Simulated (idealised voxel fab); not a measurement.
The document below concerns the process module designated voxel released beams.
It is cross-section cut that appears here, measuring 295 nm in width, its square cells being 5 nm in size.
We lay out every cross-section as a grid of square cells and spell it out in bands from the top down, where one band means one or more rows of cells. Heights first: top, then bottom, in nm. Then materials, left to right, each with a width in nm. "throughout" on a single material: fills the band edge to edge. "air": empty space. Counting heights begins at 0, where everything beneath is, in the wafer as received, one material. The lowest band has no bottom; it goes on downwards, as "top 0, no bottom" shows. Note: "30->40" means the width goes from the first number (top row of the band) to the second number (bottom row) in equal steps per row of cells. "changes: none" -> step changed no cross-section cell. Under "Enclosed void listing" you'll find the enclosed gaps, the ones with no way out to the top, that are 8 cells or bigger; each reads width x height at distance, with distance counted from the left edge, everything in nm. Read whatever lies past the settings on a step's line as the simulator's own remark about the step. overlay nm: right-of-plan distance of the mask on a masked step; negative values mean left-of-plan.

## Intended process steps
1,RECEIVE | material Si
2,CONFORMAL_DEP | material Al2O3 | thk nm 10
3,DIRECTIONAL_DEP | material SiO2 | thk nm 15
4,PATTERN | tone open | mask id ANCHOR | material resist | width nm 35 | thk nm 20 | overlay nm 0
5,DIRECTIONAL_ETCH | etch materials SiO2 | depth nm 15
6,STRIP | etch materials resist
7,CONFORMAL_DEP | material SiN | thk nm 15
8,DIRECTIONAL_DEP | material aC | thk nm 15
9,PATTERN | tone cover | mask id BEAM | material resist | width nm 115 | thk nm 30 | overlay nm 0
10,DIRECTIONAL_ETCH | etch materials aC | depth nm 15
11,STRIP | etch materials resist
12,DIRECTIONAL_ETCH | etch materials SiN | depth nm 15
13,STRIP | etch materials aC
14,STRIP | etch materials SiO2

## The cross-section here shows the wafer as received, i.e. in its state after step 1
* top 0, no bottom | Si throughout
* Enclosed void listing: none

## Cross-section, first of two wafers, end of module, run as planned
* top 40, bottom 25 | 85 air  20 SiN  5 air  90 SiN  95 air
* top 25, bottom 10 | 90 air  35 SiN  170 air
* top 10, bottom 0 | Al2O3 throughout
* top 0, no bottom | Si throughout
* Enclosed void listing: none

## End-of-module cross-section of the second wafer: identical starting point and process plan to the first, with one processing mistake
* top 0, no bottom | Si throughout
* Enclosed void listing: none
Finding, execution versus plan: off-plan run, step 2, actual operation and settings CONFORMAL_DEP | material SiO2 | thk nm 10
At the finish, the second wafer shows more or fewer cells for some materials than the first does: Al2O3: 118 fewer, SiN: 87 fewer
